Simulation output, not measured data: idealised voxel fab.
The following is a process module called voxel gate over fins.
cross-section cut | 255 nm wide | cells 5 nm
When this document writes out a cross-section, it uses a grid of square cells and lists it as bands, beginning at the top and moving down, with a band standing for one or more rows of cells.
Within each band entry, the heights of the top and of the bottom of the band appear first, in that order and in nm; the materials of the band then follow from left to right, each with its corresponding width in nm. The designation "full width" on a single material indicates that it fills the band from edge to edge; the designation "empty" indicates empty space.
Heights are measured from 0, the level below which the as-received wafer is all one material; the lowest band has no bottom and continues downward, written as in "z 0 and below".
Width "30 to 40": first value at the band's top row of cells, second value at its bottom row, equal change from row to row.
Basically "remains unaltered" means that step didn't change any cell in the cross-section.
Sealed void inventory: empty space of 8 cells or more with no open way to the top, each as width x height at its distance from the left edge, in nm
Where a step's line continues beyond its settings, the continuation is a remark by the simulator itself on that step.
overlay nm: how far to the right of its planned place the mask lay on this masked step (negative: to the left).
List of planned process steps
1 op RECEIVE | material Si
2 op CONFORMAL_DEP | material SiN | thk nm 5
3 op PATTERN | tone cover | mask id FINS | material resist | width nm 15 | pitch nm 35 | thk nm 20 | overlay nm -15
4 op DIRECTIONAL_ETCH | etch materials SiN | depth nm 5
5 op DIRECTIONAL_ETCH | etch materials Si | depth nm 40
6 op STRIP | etch materials resist
7 op OXIDIZE | depth nm 5
8 op FILL_DEP | material SiO2 | thk nm 10
9 op CMP | height nm 5
10 op SELECTIVE_ETCH | etch materials SiO2 | depth nm 15
11 op STRIP | etch materials SiN
12 op CONFORMAL_DEP | material HfO2 | thk nm 5
13 op CONFORMAL_DEP | material TiN | thk nm 5
14 op CONFORMAL_DEP | material TiAl | thk nm 5
15 op CONFORMAL_DEP | material TiN | thk nm 5
16 op FILL_DEP | material W | thk nm 15
17 op CMP | height nm 30
18 op CONFORMAL_DEP | material SiCN | thk nm 10
Among the wafers covered here, the point of difference is the overlay nm at step 3; their starting state is shared, and the plan presents the value of the first wafer.
The first of several wafers as received, shown in cross-section; this is its state after step 1
	z 0 and below: Si full width
	Sealed void inventory: none
What follows is a table in which each wafer occupies a row; for the wafer as it stands at the close of the module, the row states, material by material, how many cells have been gained (+) or lost (-) since receipt, and then gives its closed voids
overlay nm -15; +67 HfO2; -423 Si; +102 SiCN; +329 SiO2; +67 TiAl; +122 TiN; +144 W; Sealed void inventory: none
overlay nm -10; +67 HfO2; -423 Si; +102 SiCN; +329 SiO2; +67 TiAl; +122 TiN; +144 W; Sealed void inventory: none
overlay nm -5; +67 HfO2; -423 Si; +102 SiCN; +329 SiO2; +67 TiAl; +122 TiN; +144 W; Sealed void inventory: none
overlay nm 0; +67 HfO2; -423 Si; +102 SiCN; +329 SiO2; +67 TiAl; +122 TiN; +144 W; Sealed void inventory: none
overlay nm 5; +67 HfO2; -423 Si; +102 SiCN; +329 SiO2; +67 TiAl; +122 TiN; +144 W; Sealed void inventory: none
overlay nm 10; +67 HfO2; -423 Si; +102 SiCN; +329 SiO2; +67 TiAl; +122 TiN; +144 W; Sealed void inventory: none
overlay nm 15; +67 HfO2; -423 Si; +102 SiCN; +329 SiO2; +67 TiAl; +122 TiN; +144 W; Sealed void inventory: none
